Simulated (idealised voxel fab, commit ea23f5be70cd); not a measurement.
Title: Process Module voxel wiring stack
The figure presents cross-section cut, which has a width of 245 nm and is divided into square cells with an edge length of 5 nm.
A cross-section is a grid of square cells, given in bands from the top down. A band is one or more rows of cells.
Quick guide to a band line: top height, bottom height (nm) up front; then every material left to right with its width in nm. Only one material and it's marked "all across"? Then it fills the band edge to edge. And "empty" just means empty space.
For the purposes of this specification, 0 denotes the height below which the wafer in its as-received condition is composed wholly of one material, and the lowermost band, lacking a lower limit, extends downward without end, as expressed in "from 0 down".
A width such as "30->40" changes by the same amount from each row of cells to the next, from the band's top row to its bottom row.
"left unchanged" after a step means that no cell of the cross-section changed.
Reported under the label "Non-vented voids" are the empty spaces having no open way to the top and comprising 8 cells or more; the notation for each is width x height at distance, in which the distance is measured from the left edge and all three values are in nm.
Formally, on a step line, whatever follows the settings is a remark that the simulator itself makes on the step.
overlay nm: mask right of planned place by this much (step with mask). Neg. = left.
Each of the pairs that make up the rest of this document says: here is the cross-section before one process step, here is the cross-section after it, drawn only down to the lowest band that changed, and here, under the pair, is the step lying between them with its settings. Different pairs may come from different runs of this module on the same starting wafer, so a pair continues from the pair above it only where its entry headed "State before" says so.

State before
* from 0 down: Si all across
* Non-vented voids: none

Cross-Section Thereafter
* from 15 to 0: SiO2 all across
* Under the height 0 nothing was changed.
* Non-vented voids: none
Here is the step that sits between the two cross-sections above: CONFORMAL_DEP (material SiO2; thk nm 15)

State before: as shown after the step in the preceding pair, directly above.

Cross-Section Thereafter
* from 20 to 15: TiN all across
* Under the height 15 nothing was changed.
* Non-vented voids: none
Here is the step that sits between the two cross-sections above: DIRECTIONAL_DEP (material TiN; thk nm 5)

State before: as shown after the step in the preceding pair, directly above.

Cross-Section Thereafter
* from 40 to 20: W all across
* Under the height 20 nothing was changed.
* Non-vented voids: none
Here is the step that sits between the two cross-sections above: DIRECTIONAL_DEP (material W; thk nm 20)

State before: as shown after the step in the preceding pair, directly above.

Cross-Section Thereafter
* from 55 to 40: aC all across
* Under the height 40 nothing was changed.
* Non-vented voids: none
Here is the step that sits between the two cross-sections above: DIRECTIONAL_DEP (material aC; thk nm 15)

State before: as shown after the step in the preceding pair, directly above.

Cross-Section Thereafter
* from 90 to 55: 85 of empty, 20 of resist, 30 of empty, 20 of resist, 90 of empty
* Under the height 55 nothing was changed.
* Non-vented voids: none
Here is the step that sits between the two cross-sections above: PATTERN (tone cover; mask id METAL_1; material resist; width nm 20; pitch nm 50; thk nm 35; overlay nm 0)

State before: as shown after the step in the preceding pair, directly above.

Cross-Section Thereafter
* from 75 to 55: 85 of empty, 20 of resist, 30 of empty, 20 of resist, 90 of empty
* from 55 to 40: 85 of empty, 20 of aC, 30 of empty, 20 of aC, 90 of empty
* Under the height 40 nothing was changed.
* Non-vented voids: none
Here is the step that sits between the two cross-sections above: DIRECTIONAL_ETCH (etch materials aC; depth nm 15)

State before: as shown after the step in the preceding pair, directly above.

Cross-Section Thereafter
* from 55 to 40: 85 of empty, 20 of aC, 30 of empty, 20 of aC, 90 of empty
* Under the height 40 nothing was changed.
* Non-vented voids: none
Here is the step that sits between the two cross-sections above: STRIP (etch materials resist)

State before: as shown after the step in the preceding pair, directly above.

Cross-Section Thereafter
* from 55 to 40: 85 of empty, 20 of aC, 30 of empty, 20 of aC, 90 of empty
* from 40 to 20: 85 of empty, 20 of W, 30 of empty, 20 of W, 90 of empty
* Under the height 20 nothing was changed.
* Non-vented voids: none
Here is the step that sits between the two cross-sections above: DIRECTIONAL_ETCH (etch materials W; depth nm 20)

State before: as shown after the step in the preceding pair, directly above.

Cross-Section Thereafter
* from 55 to 40: 85 of empty, 20 of aC, 30 of empty, 20 of aC, 90 of empty
* from 40 to 20: 85 of empty, 20 of W, 30 of empty, 20 of W, 90 of empty
* from 20 to 15: 85 of empty, 20 of TiN, 30 of empty, 20 of TiN, 90 of empty
* Under the height 15 nothing was changed.
* Non-vented voids: none
Here is the step that sits between the two cross-sections above: DIRECTIONAL_ETCH (etch materials TiN; depth nm 5)

State before: as shown after the step in the preceding pair, directly above.

Cross-Section Thereafter
* from 40 to 20: 85 of empty, 20 of W, 30 of empty, 20 of W, 90 of empty
* Under the height 20 nothing was changed.
* Non-vented voids: none
Here is the step that sits between the two cross-sections above: STRIP (etch materials aC)

State before: as shown after the step in the preceding pair, directly above.

Cross-Section Thereafter
* from 50 to 40: lowk all across
* from 40 to 20: 85 of lowk, 20 of W, 30 of lowk, 20 of W, 90 of lowk
* from 20 to 15: 85 of lowk, 20 of TiN, 30 of lowk, 20 of TiN, 90 of lowk
* Under the height 15 nothing was changed.
* Non-vented voids: none
Here is the step that sits between the two cross-sections above: FILL_DEP (material lowk; thk nm 10)

State before: as shown after the step in the preceding pair, directly above.

Cross-Section Thereafter
* from 40 to 20: 85 of lowk, 20 of W, 30 of lowk, 20 of W, 90 of lowk
* Under the height 20 nothing was changed.
* Non-vented voids: none
Here is the step that sits between the two cross-sections above: CMP (height nm 40)

State before: as shown after the step in the preceding pair, directly above.

Cross-Section Thereafter
* from 45 to 40: SiCN all across
* Under the height 40 nothing was changed.
* Non-vented voids: none
Here is the step that sits between the two cross-sections above: CONFORMAL_DEP (material SiCN; thk nm 5)

State before: as shown after the step in the preceding pair, directly above.

Cross-Section Thereafter
* from 60 to 45: SiO2 all across
* Under the height 45 nothing was changed.
* Non-vented voids: none
Here is the step that sits between the two cross-sections above: DIRECTIONAL_DEP (material SiO2; thk nm 15)

State before: as shown after the step in the preceding pair, directly above.

Cross-Section Thereafter
* from 60 to 45: 85 of SiO2, 15 of empty, 145 of SiO2
* Under the height 45 nothing was changed.
* Non-vented voids: none
Here is the step that sits between the two cross-sections above: MASKED_ETCH (tone open; mask id PLUG_1; width nm 15; etch materials SiO2; depth nm 15; overlay nm 0)

State before: as shown after the step in the preceding pair, directly above.

Cross-Section Thereafter
* from 60 to 45: 85 of SiO2, 15 of empty, 145 of SiO2
* from 45 to 40: 85 of SiCN, 15 of empty, 145 of SiCN
* Under the height 40 nothing was changed.
* Non-vented voids: none
Here is the step that sits between the two cross-sections above: MASKED_ETCH (tone open; mask id PLUG_1; width nm 15; etch materials SiCN; depth nm 5; overlay nm 0)

State before: as shown after the step in the preceding pair, directly above.

Cross-Section Thereafter
* from 60 to 50: 85 of SiO2, 15 of empty, 145 of SiO2
* from 50 to 45: 85 of SiO2, 15 of Ru, 145 of SiO2
* from 45 to 40: 85 of SiCN, 15 of Ru, 145 of SiCN
* Under the height 40 nothing was changed.
* Non-vented voids: none
Here is the step that sits between the two cross-sections above: EPI (material Ru; thk nm 10)

State before: as shown after the step in the preceding pair, directly above.

Cross-Section Thereafter
* from 60 to 45: 85 of SiO2, 15 of Ru, 145 of SiO2
* Under the height 45 nothing was changed.
* Non-vented voids: none
Here is the step that sits between the two cross-sections above: EPI (material Ru; thk nm 10)

State before: as shown after the step in the preceding pair, directly above.

Cross-Section Thereafter
* from 65 to 60: TiN all across
* Under the height 60 nothing was changed.
* Non-vented voids: none
Here is the step that sits between the two cross-sections above: DIRECTIONAL_DEP (material TiN; thk nm 5)

State before: as shown after the step in the preceding pair, directly above.

Cross-Section Thereafter
* from 85 to 65: Ru all across
* Under the height 65 nothing was changed.
* Non-vented voids: none
Here is the step that sits between the two cross-sections above: DIRECTIONAL_DEP (material Ru; thk nm 20)

State before: as shown after the step in the preceding pair, directly above.

Cross-Section Thereafter
* from 85 to 65: 85 of empty, 20 of Ru, 30 of empty, 20 of Ru, 90 of empty
* Under the height 65 nothing was changed.
* Non-vented voids: none
Here is the step that sits between the two cross-sections above: MASKED_ETCH (tone cover; mask id METAL_2; width nm 20; pitch nm 50; etch materials Ru; depth nm 20; overlay nm 0)

State before: as shown after the step in the preceding pair, directly above.

Cross-Section Thereafter
* from 85 to 65: 85 of empty, 20 of Ru, 30 of empty, 20 of Ru, 90 of empty
* from 65 to 60: 85 of empty, 20 of TiN, 30 of empty, 20 of TiN, 90 of empty
* Under the height 60 nothing was changed.
* Non-vented voids: none
Here is the step that sits between the two cross-sections above: MASKED_ETCH (tone cover; mask id METAL_2; width nm 20; pitch nm 50; etch materials TiN; depth nm 5; overlay nm 0)

State before: as shown after the step in the preceding pair, directly above.

Cross-Section Thereafter
* from 90 to 85: 80 of empty, 30 of SiN, 20 of empty, 30 of SiN, 85 of empty
* from 85 to 65: 80 of empty, 5 of SiN, 20 of Ru, 5 of SiN, 20 of empty, 5 of SiN, 20 of Ru, 5 of SiN, 85 of empty
* from 65 to 60: 85 of SiN, 20 of TiN, 30 of SiN, 20 of TiN, 90 of SiN
* Under the height 60 nothing was changed.
* Non-vented voids: none
Here is the step that sits between the two cross-sections above: CONFORMAL_DEP (material SiN; thk nm 5)

State before: as shown after the step in the preceding pair, directly above.

Cross-Section Thereafter
* from 100 to 90: lowk all across
* from 90 to 85: 80 of lowk, 30 of SiN, 20 of lowk, 30 of SiN, 85 of lowk
* from 85 to 65: 80 of lowk, 5 of SiN, 20 of Ru, 5 of SiN, 20 of lowk, 5 of SiN, 20 of Ru, 5 of SiN, 85 of lowk
* Under the height 65 nothing was changed.
* Non-vented voids: none
Here is the step that sits between the two cross-sections above: FILL_DEP (material lowk; thk nm 10)

State before: as shown after the step in the preceding pair, directly above.

Cross-Section Thereafter
* from 85 to 65: 80 of lowk, 5 of SiN, 20 of Ru, 5 of SiN, 20 of lowk, 5 of SiN, 20 of Ru, 5 of SiN, 85 of lowk
* Under the height 65 nothing was changed.
* Non-vented voids: none
Here is the step that sits between the two cross-sections above: CMP (height nm 85)

State before: as shown after the step in the preceding pair, directly above.

Cross-Section Thereafter
* from 90 to 85: SiCN all across
* Under the height 85 nothing was changed.
* Non-vented voids: none
Here is the step that sits between the two cross-sections above: CONFORMAL_DEP (material SiCN; thk nm 5)

State before: as shown after the step in the preceding pair, directly above.

Cross-Section Thereafter
* from 100 to 90: lowk all across
* Under the height 90 nothing was changed.
* Non-vented voids: none
Here is the step that sits between the two cross-sections above: DIRECTIONAL_DEP (material lowk; thk nm 10)

State before: as shown after the step in the preceding pair, directly above.

Cross-Section Thereafter
* from 110 to 100: aC all across
* Under the height 100 nothing was changed.
* Non-vented voids: none
Here is the step that sits between the two cross-sections above: DIRECTIONAL_DEP (material aC; thk nm 10)

State before: as shown after the step in the preceding pair, directly above.

Cross-Section Thereafter
* from 135 to 110: 85 of resist, 15 of empty, 145 of resist
* Under the height 110 nothing was changed.
* Non-vented voids: none
Here is the step that sits between the two cross-sections above: PATTERN (tone open; mask id PLUG_2; material resist; width nm 15; thk nm 25; overlay nm 0)

State before: as shown after the step in the preceding pair, directly above.

Cross-Section Thereafter
* from 125 to 110: 85 of resist, 15 of empty, 145 of resist
* from 110 to 100: 85 of aC, 15 of empty, 145 of aC
* Under the height 100 nothing was changed.
* Non-vented voids: none
Here is the step that sits between the two cross-sections above: DIRECTIONAL_ETCH (etch materials aC; depth nm 10)

State before: as shown after the step in the preceding pair, directly above.

Cross-Section Thereafter
* from 110 to 100: 85 of aC, 15 of empty, 145 of aC
* Under the height 100 nothing was changed.
* Non-vented voids: none
Here is the step that sits between the two cross-sections above: STRIP (etch materials resist)

State before: as shown after the step in the preceding pair, directly above.

Cross-Section Thereafter
* from 110 to 100: 85 of aC, 15 of empty, 145 of aC
* from 100 to 90: 85 of lowk, 15 of empty, 145 of lowk
* Under the height 90 nothing was changed.
* Non-vented voids: none
Here is the step that sits between the two cross-sections above: DIRECTIONAL_ETCH (etch materials lowk; depth nm 10)

State before: as shown after the step in the preceding pair, directly above.

Cross-Section Thereafter
* from 110 to 100: 85 of aC, 15 of empty, 145 of aC
* from 100 to 90: 85 of lowk, 15 of empty, 145 of lowk
* from 90 to 85: 85 of SiCN, 15 of empty, 145 of SiCN
* Under the height 85 nothing was changed.
* Non-vented voids: none
Here is the step that sits between the two cross-sections above: DIRECTIONAL_ETCH (etch materials SiCN; depth nm 5)

State before: as shown after the step in the preceding pair, directly above.

Cross-Section Thereafter
* from 100 to 90: 85 of lowk, 15 of empty, 145 of lowk
* Under the height 90 nothing was changed.
* Non-vented voids: none
Here is the step that sits between the two cross-sections above: STRIP (etch materials aC)

State before: as shown after the step in the preceding pair, directly above.

Cross-Section Thereafter
* from 105 to 100: 90 of TiN, 5 of empty, 150 of TiN
* from 100 to 90: 85 of lowk, 5 of TiN, 5 of empty, 5 of TiN, 145 of lowk
* from 90 to 85: 85 of SiCN, 15 of TiN, 145 of SiCN
* Under the height 85 nothing was changed.
* Non-vented voids: none
Here is the step that sits between the two cross-sections above: CONFORMAL_DEP (material TiN; thk nm 5)

State before: as shown after the step in the preceding pair, directly above.

Cross-Section Thereafter
* from 110 to 105: Cu all across
* from 105 to 100: 90 of TiN, 5 of Cu, 150 of TiN
* from 100 to 90: 85 of lowk, 5 of TiN, 5 of Cu, 5 of TiN, 145 of lowk
* Under the height 90 nothing was changed.
* Non-vented voids: none
Here is the step that sits between the two cross-sections above: FILL_DEP (material Cu; thk nm 5)

State before: as shown after the step in the preceding pair, directly above.

Cross-Section Thereafter
* from 100 to 90: 85 of lowk, 5 of TiN, 5 of Cu, 5 of TiN, 145 of lowk
* Under the height 90 nothing was changed.
* Non-vented voids: none
Here is the step that sits between the two cross-sections above: CMP (height nm 100)

State before: as shown after the step in the preceding pair, directly above.

Cross-Section Thereafter
* from 105 to 100: SiN all across
* Under the height 100 nothing was changed.
* Non-vented voids: none
Here is the step that sits between the two cross-sections above: CONFORMAL_DEP (material SiN; thk nm 5)

State before: as shown after the step in the preceding pair, directly above.

Cross-Section Thereafter
* from 120 to 105: SiO2 all across
* Under the height 105 nothing was changed.
* Non-vented voids: none
Here is the step that sits between the two cross-sections above: DIRECTIONAL_DEP (material SiO2; thk nm 15)

State before: as shown after the step in the preceding pair, directly above.

Cross-Section Thereafter
* from 140 to 120: 85 of resist, 20 of empty, 30 of resist, 20 of empty, 90 of resist
* Under the height 120 nothing was changed.
* Non-vented voids: none
Here is the step that sits between the two cross-sections above: PATTERN (tone open; mask id METAL_3; material resist; width nm 20; pitch nm 50; thk nm 20; overlay nm 0)

State before: as shown after the step in the preceding pair, directly above.

Cross-Section Thereafter
* from 140 to 120: 85 of resist, 20 of empty, 30 of resist, 20 of empty, 90 of resist
* from 120 to 105: 85 of SiO2, 20 of empty, 30 of SiO2, 20 of empty, 90 of SiO2
* Under the height 105 nothing was changed.
* Non-vented voids: none
Here is the step that sits between the two cross-sections above: DIRECTIONAL_ETCH (etch materials SiO2; depth nm 15)

State before: as shown after the step in the preceding pair, directly above.

Cross-Section Thereafter
* from 140 to 120: 85 of resist, 20 of empty, 30 of resist, 20 of empty, 90 of resist
* from 120 to 105: 85 of SiO2, 20 of empty, 30 of SiO2, 20 of empty, 90 of SiO2
* from 105 to 100: 85 of SiN, 20 of empty, 30 of SiN, 20 of empty, 90 of SiN
* Under the height 100 nothing was changed.
* Non-vented voids: none
Here is the step that sits between the two cross-sections above: DIRECTIONAL_ETCH (etch materials SiN; depth nm 5)

State before: as shown after the step in the preceding pair, directly above.

Cross-Section Thereafter
* from 120 to 105: 85 of SiO2, 20 of empty, 30 of SiO2, 20 of empty, 90 of SiO2
* Under the height 105 nothing was changed.
* Non-vented voids: none
Here is the step that sits between the two cross-sections above: STRIP (etch materials resist)

State before: as shown after the step in the preceding pair, directly above.

Cross-Section Thereafter
* from 125 to 120: 90 of TiN, 10 of empty, 40 of TiN, 10 of empty, 95 of TiN
* from 120 to 105: 85 of SiO2, 5 of TiN, 10 of empty, 5 of TiN, 30 of SiO2, 5 of TiN, 10 of empty, 5 of TiN, 90 of SiO2
* from 105 to 100: 85 of SiN, 20 of TiN, 30 of SiN, 20 of TiN, 90 of SiN
* Under the height 100 nothing was changed.
* Non-vented voids: none
Here is the step that sits between the two cross-sections above: CONFORMAL_DEP (material TiN; thk nm 5)

State before: as shown after the step in the preceding pair, directly above.

Cross-Section Thereafter
* from 130 to 125: W all across
* from 125 to 120: 90 of TiN, 10 of W, 40 of TiN, 10 of W, 95 of TiN
* from 120 to 105: 85 of SiO2, 5 of TiN, 10 of W, 5 of TiN, 30 of SiO2, 5 of TiN, 10 of W, 5 of TiN, 90 of SiO2
* Under the height 105 nothing was changed.
* Non-vented voids: none
Here is the step that sits between the two cross-sections above: FILL_DEP (material W; thk nm 5)

State before: as shown after the step in the preceding pair, directly above.

Cross-Section Thereafter
* from 120 to 105: 85 of SiO2, 5 of TiN, 10 of W, 5 of TiN, 30 of SiO2, 5 of TiN, 10 of W, 5 of TiN, 90 of SiO2
* Under the height 105 nothing was changed.
* Non-vented voids: none
Here is the step that sits between the two cross-sections above: CMP (height nm 120)

State before: as shown after the step in the preceding pair, directly above.

Cross-Section Thereafter
* from 125 to 120: 80 of empty, 30 of Ru, 20 of empty, 30 of Ru, 85 of empty
* Under the height 120 nothing was changed.
* Non-vented voids: none
Here is the step that sits between the two cross-sections above: EPI (material Ru; thk nm 5)

State before: as shown after the step in the preceding pair, directly above.

Cross-Section Thereafter
* from 130 to 125: SiCN all across
* from 125 to 120: 80 of SiCN, 30 of Ru, 20 of SiCN, 30 of Ru, 85 of SiCN
* Under the height 120 nothing was changed.
* Non-vented voids: none
Here is the step that sits between the two cross-sections above: FILL_DEP (material SiCN; thk nm 5)

State before: as shown after the step in the preceding pair, directly above.

Cross-Section Thereafter
* from 160 to 130: lowk all across
* Under the height 130 nothing was changed.
* Non-vented voids: none
Here is the step that sits between the two cross-sections above: DIRECTIONAL_DEP (material lowk; thk nm 30)

State before: as shown after the step in the preceding pair, directly above.

Cross-Section Thereafter
* from 160 to 130: 85 of lowk, 15 of empty, 35 of lowk, 15 of empty, 95 of lowk
* Under the height 130 nothing was changed.
* Non-vented voids: none
Here is the step that sits between the two cross-sections above: MASKED_ETCH (tone open; mask id METAL_4_HOLES; width nm 15; pitch nm 50; etch materials lowk; depth nm 30; overlay nm 0)

State before: as shown after the step in the preceding pair, directly above.

Cross-Section Thereafter
* from 180 to 160: 85 of resist, 20 of empty, 30 of resist, 20 of empty, 90 of resist
* Under the height 160 nothing was changed.
* Non-vented voids: none
Here is the step that sits between the two cross-sections above: PATTERN (tone open; mask id METAL_4; material resist; width nm 20; pitch nm 50; thk nm 20; overlay nm 0)

State before: as shown after the step in the preceding pair, directly above.

Cross-Section Thereafter
* from 180 to 160: 85 of resist, 20 of empty, 30 of resist, 20 of empty, 90 of resist
* from 160 to 145: 85 of lowk, 20 of empty, 30 of lowk, 20 of empty, 90 of lowk
* Under the height 145 nothing was changed.
* Non-vented voids: none
Here is the step that sits between the two cross-sections above: DIRECTIONAL_ETCH (etch materials lowk; depth nm 15)

State before: as shown after the step in the preceding pair, directly above.

Cross-Section Thereafter
* from 180 to 160: 85 of resist, 20 of empty, 30 of resist, 20 of empty, 90 of resist
* from 160 to 145: 85 of lowk, 20 of empty, 30 of lowk, 20 of empty, 90 of lowk
* from 145 to 130: 85 of lowk, 15 of empty, 35 of lowk, 15 of empty, 95 of lowk
* from 130 to 125: 85 of SiCN, 15 of empty, 35 of SiCN, 15 of empty, 95 of SiCN
* Under the height 125 nothing was changed.
* Non-vented voids: none
Here is the step that sits between the two cross-sections above: DIRECTIONAL_ETCH (etch materials SiCN; depth nm 5)

State before: as shown after the step in the preceding pair, directly above.

Cross-Section Thereafter
* from 160 to 145: 85 of lowk, 20 of empty, 30 of lowk, 20 of empty, 90 of lowk
* Under the height 145 nothing was changed.
* Non-vented voids: none
Here is the step that sits between the two cross-sections above: STRIP (etch materials resist)

State before: as shown after the step in the preceding pair, directly above.

Cross-Section Thereafter
* from 165 to 160: 90 of TiN, 10 of empty, 40 of TiN, 10 of empty, 95 of TiN
* from 160 to 150: 85 of lowk, 5 of TiN, 10 of empty, 5 of TiN, 30 of lowk, 5 of TiN, 10 of empty, 5 of TiN, 90 of lowk
* from 150 to 145: 85 of lowk, 5 of TiN, 5 of empty, 10 of TiN, 30 of lowk, 5 of TiN, 5 of empty, 10 of TiN, 90 of lowk
* from 145 to 130: 85 of lowk, 5 of TiN, 5 of empty, 5 of TiN, 35 of lowk, 5 of TiN, 5 of empty, 5 of TiN, 95 of lowk
* from 130 to 125: 85 of SiCN, 15 of TiN, 35 of SiCN, 15 of TiN, 95 of SiCN
* Under the height 125 nothing was changed.
* Non-vented voids: none
Here is the step that sits between the two cross-sections above: CONFORMAL_DEP (material TiN; thk nm 5)

State before: as shown after the step in the preceding pair, directly above.

Cross-Section Thereafter
* from 170 to 165: Cu all across
* from 165 to 160: 90 of TiN, 10 of Cu, 40 of TiN, 10 of Cu, 95 of TiN
* from 160 to 150: 85 of lowk, 5 of TiN, 10 of Cu, 5 of TiN, 30 of lowk, 5 of TiN, 10 of Cu, 5 of TiN, 90 of lowk
* from 150 to 145: 85 of lowk, 5 of TiN, 5 of Cu, 10 of TiN, 30 of lowk, 5 of TiN, 5 of Cu, 10 of TiN, 90 of lowk
* from 145 to 130: 85 of lowk, 5 of TiN, 5 of Cu, 5 of TiN, 35 of lowk, 5 of TiN, 5 of Cu, 5 of TiN, 95 of lowk
* Under the height 130 nothing was changed.
* Non-vented voids: none
Here is the step that sits between the two cross-sections above: FILL_DEP (material Cu; thk nm 5)

State before: as shown after the step in the preceding pair, directly above.

Cross-Section Thereafter
* from 160 to 150: 85 of lowk, 5 of TiN, 10 of Cu, 5 of TiN, 30 of lowk, 5 of TiN, 10 of Cu, 5 of TiN, 90 of lowk
* Under the height 150 nothing was changed.
* Non-vented voids: none
Here is the step that sits between the two cross-sections above: CMP (height nm 160)

State before: as shown after the step in the preceding pair, directly above.

Cross-Section Thereafter
* from 165 to 160: SiCN all across
* Under the height 160 nothing was changed.
* Non-vented voids: none
Here is the step that sits between the two cross-sections above: CONFORMAL_DEP (material SiCN; thk nm 5)

State before
* from 100 to 90: lowk all across
* from 90 to 85: 80 of lowk, 30 of SiN, 20 of lowk, 30 of SiN, 85 of lowk
* from 85 to 65: 80 of lowk, 5 of SiN, 20 of Ru, 5 of SiN, 20 of lowk, 5 of SiN, 20 of Ru, 5 of SiN, 85 of lowk
* from 65 to 60: 85 of SiN, 20 of TiN, 30 of SiN, 20 of TiN, 90 of SiN
* from 60 to 45: 85 of SiO2, 15 of Ru, 145 of SiO2
* from 45 to 40: 85 of SiCN, 15 of Ru, 145 of SiCN
* from 40 to 20: 85 of lowk, 20 of W, 30 of lowk, 20 of W, 90 of lowk
* from 20 to 15: 85 of lowk, 20 of TiN, 30 of lowk, 20 of TiN, 90 of lowk
* from 15 to 0: SiO2 all across
* from 0 down: Si all across
* Non-vented voids: none

Cross-Section Thereafter
* from 105 to 100: SiCN all across
* Under the height 100 nothing was changed.
* Non-vented voids: none
Here is the step that sits between the two cross-sections above: CONFORMAL_DEP (material SiCN; thk nm 5)

State before: as shown after the step in the preceding pair, directly above.

Cross-Section Thereafter
* from 115 to 105: lowk all across
* Under the height 105 nothing was changed.
* Non-vented voids: none
Here is the step that sits between the two cross-sections above: DIRECTIONAL_DEP (material lowk; thk nm 10)

State before: as shown after the step in the preceding pair, directly above.

Cross-Section Thereafter
* from 125 to 115: aC all across
* Under the height 115 nothing was changed.
* Non-vented voids: none
Here is the step that sits between the two cross-sections above: DIRECTIONAL_DEP (material aC; thk nm 10)

State before: as shown after the step in the preceding pair, directly above.

Cross-Section Thereafter
* from 150 to 125: 85 of resist, 15 of empty, 145 of resist
* Under the height 125 nothing was changed.
* Non-vented voids: none
Here is the step that sits between the two cross-sections above: PATTERN (tone open; mask id PLUG_2; material resist; width nm 15; thk nm 25; overlay nm 0)

State before: as shown after the step in the preceding pair, directly above.

Cross-Section Thereafter
* from 140 to 125: 85 of resist, 15 of empty, 145 of resist
* from 125 to 115: 85 of aC, 15 of empty, 145 of aC
* Under the height 115 nothing was changed.
* Non-vented voids: none
Here is the step that sits between the two cross-sections above: DIRECTIONAL_ETCH (etch materials aC; depth nm 10)

State before: as shown after the step in the preceding pair, directly above.

Cross-Section Thereafter
* from 125 to 115: 85 of aC, 15 of empty, 145 of aC
* Under the height 115 nothing was changed.
* Non-vented voids: none
Here is the step that sits between the two cross-sections above: STRIP (etch materials resist)

State before: as shown after the step in the preceding pair, directly above.

Cross-Section Thereafter
* from 125 to 115: 85 of aC, 15 of empty, 145 of aC
* from 115 to 105: 85 of lowk, 15 of empty, 145 of lowk
* Under the height 105 nothing was changed.
* Non-vented voids: none
Here is the step that sits between the two cross-sections above: DIRECTIONAL_ETCH (etch materials lowk; depth nm 10)

State before: as shown after the step in the preceding pair, directly above.

Cross-Section Thereafter
* from 125 to 115: 85 of aC, 15 of empty, 145 of aC
* from 115 to 105: 85 of lowk, 15 of empty, 145 of lowk
* from 105 to 100: 85 of SiCN, 15 of empty, 145 of SiCN
* Under the height 100 nothing was changed.
* Non-vented voids: none
Here is the step that sits between the two cross-sections above: DIRECTIONAL_ETCH (etch materials SiCN; depth nm 5)

State before: as shown after the step in the preceding pair, directly above.

Cross-Section Thereafter
* from 115 to 105: 85 of lowk, 15 of empty, 145 of lowk
* Under the height 105 nothing was changed.
* Non-vented voids: none
Here is the step that sits between the two cross-sections above: STRIP (etch materials aC)

State before: as shown after the step in the preceding pair, directly above.

Cross-Section Thereafter
* from 120 to 115: 90 of TiN, 5 of empty, 150 of TiN
* from 115 to 105: 85 of lowk, 5 of TiN, 5 of empty, 5 of TiN, 145 of lowk
* from 105 to 100: 85 of SiCN, 15 of TiN, 145 of SiCN
* Under the height 100 nothing was changed.
* Non-vented voids: none
Here is the step that sits between the two cross-sections above: CONFORMAL_DEP (material TiN; thk nm 5)

State before: as shown after the step in the preceding pair, directly above.

Cross-Section Thereafter
* from 125 to 120: Cu all across
* from 120 to 115: 90 of TiN, 5 of Cu, 150 of TiN
* from 115 to 105: 85 of lowk, 5 of TiN, 5 of Cu, 5 of TiN, 145 of lowk
* Under the height 105 nothing was changed.
* Non-vented voids: none
Here is the step that sits between the two cross-sections above: FILL_DEP (material Cu; thk nm 5)

State before: as shown after the step in the preceding pair, directly above.

Cross-Section Thereafter
* from 100 to 90: lowk all across
* Under the height 90 nothing was changed.
* Non-vented voids: none
Here is the step that sits between the two cross-sections above: CMP (height nm 100)

State before: as shown after the step in the preceding pair, directly above.

Cross-Section Thereafter
* from 105 to 100: SiN all across
* Under the height 100 nothing was changed.
* Non-vented voids: none
Here is the step that sits between the two cross-sections above: CONFORMAL_DEP (material SiN; thk nm 5)

State before: as shown after the step in the preceding pair, directly above.

Cross-Section Thereafter
* from 120 to 105: SiO2 all across
* Under the height 105 nothing was changed.
* Non-vented voids: none
Here is the step that sits between the two cross-sections above: DIRECTIONAL_DEP (material SiO2; thk nm 15)

State before: as shown after the step in the preceding pair, directly above.

Cross-Section Thereafter
* from 140 to 120: 85 of resist, 20 of empty, 30 of resist, 20 of empty, 90 of resist
* Under the height 120 nothing was changed.
* Non-vented voids: none
Here is the step that sits between the two cross-sections above: PATTERN (tone open; mask id METAL_3; material resist; width nm 20; pitch nm 50; thk nm 20; overlay nm 0)

State before: as shown after the step in the preceding pair, directly above.

Cross-Section Thereafter
* from 140 to 120: 85 of resist, 20 of empty, 30 of resist, 20 of empty, 90 of resist
* from 120 to 105: 85 of SiO2, 20 of empty, 30 of SiO2, 20 of empty, 90 of SiO2
* Under the height 105 nothing was changed.
* Non-vented voids: none
Here is the step that sits between the two cross-sections above: DIRECTIONAL_ETCH (etch materials SiO2; depth nm 15)

State before: as shown after the step in the preceding pair, directly above.

Cross-Section Thereafter
* from 140 to 120: 85 of resist, 20 of empty, 30 of resist, 20 of empty, 90 of resist
* from 120 to 105: 85 of SiO2, 20 of empty, 30 of SiO2, 20 of empty, 90 of SiO2
* from 105 to 100: 85 of SiN, 20 of empty, 30 of SiN, 20 of empty, 90 of SiN
* Under the height 100 nothing was changed.
* Non-vented voids: none
Here is the step that sits between the two cross-sections above: DIRECTIONAL_ETCH (etch materials SiN; depth nm 5)

State before: as shown after the step in the preceding pair, directly above.

Cross-Section Thereafter
* from 120 to 105: 85 of SiO2, 20 of empty, 30 of SiO2, 20 of empty, 90 of SiO2
* Under the height 105 nothing was changed.
* Non-vented voids: none
Here is the step that sits between the two cross-sections above: STRIP (etch materials resist)

State before: as shown after the step in the preceding pair, directly above.

Cross-Section Thereafter
* from 125 to 120: 90 of TiN, 10 of empty, 40 of TiN, 10 of empty, 95 of TiN
* from 120 to 105: 85 of SiO2, 5 of TiN, 10 of empty, 5 of TiN, 30 of SiO2, 5 of TiN, 10 of empty, 5 of TiN, 90 of SiO2
* from 105 to 100: 85 of SiN, 20 of TiN, 30 of SiN, 20 of TiN, 90 of SiN
* Under the height 100 nothing was changed.
* Non-vented voids: none
Here is the step that sits between the two cross-sections above: CONFORMAL_DEP (material TiN; thk nm 5)

State before: as shown after the step in the preceding pair, directly above.

Cross-Section Thereafter
* from 130 to 125: W all across
* from 125 to 120: 90 of TiN, 10 of W, 40 of TiN, 10 of W, 95 of TiN
* from 120 to 105: 85 of SiO2, 5 of TiN, 10 of W, 5 of TiN, 30 of SiO2, 5 of TiN, 10 of W, 5 of TiN, 90 of SiO2
* Under the height 105 nothing was changed.
* Non-vented voids: none
Here is the step that sits between the two cross-sections above: FILL_DEP (material W; thk nm 5)

State before: as shown after the step in the preceding pair, directly above.

Cross-Section Thereafter
* from 120 to 105: 85 of SiO2, 5 of TiN, 10 of W, 5 of TiN, 30 of SiO2, 5 of TiN, 10 of W, 5 of TiN, 90 of SiO2
* Under the height 105 nothing was changed.
* Non-vented voids: none
Here is the step that sits between the two cross-sections above: CMP (height nm 120)

State before: as shown after the step in the preceding pair, directly above.

Cross-Section Thereafter
* from 125 to 120: 80 of empty, 30 of Ru, 20 of empty, 30 of Ru, 85 of empty
* Under the height 120 nothing was changed.
* Non-vented voids: none
Here is the step that sits between the two cross-sections above: EPI (material Ru; thk nm 5)

State before: as shown after the step in the preceding pair, directly above.

Cross-Section Thereafter
* from 130 to 125: SiCN all across
* from 125 to 120: 80 of SiCN, 30 of Ru, 20 of SiCN, 30 of Ru, 85 of SiCN
* Under the height 120 nothing was changed.
* Non-vented voids: none
Here is the step that sits between the two cross-sections above: FILL_DEP (material SiCN; thk nm 5)
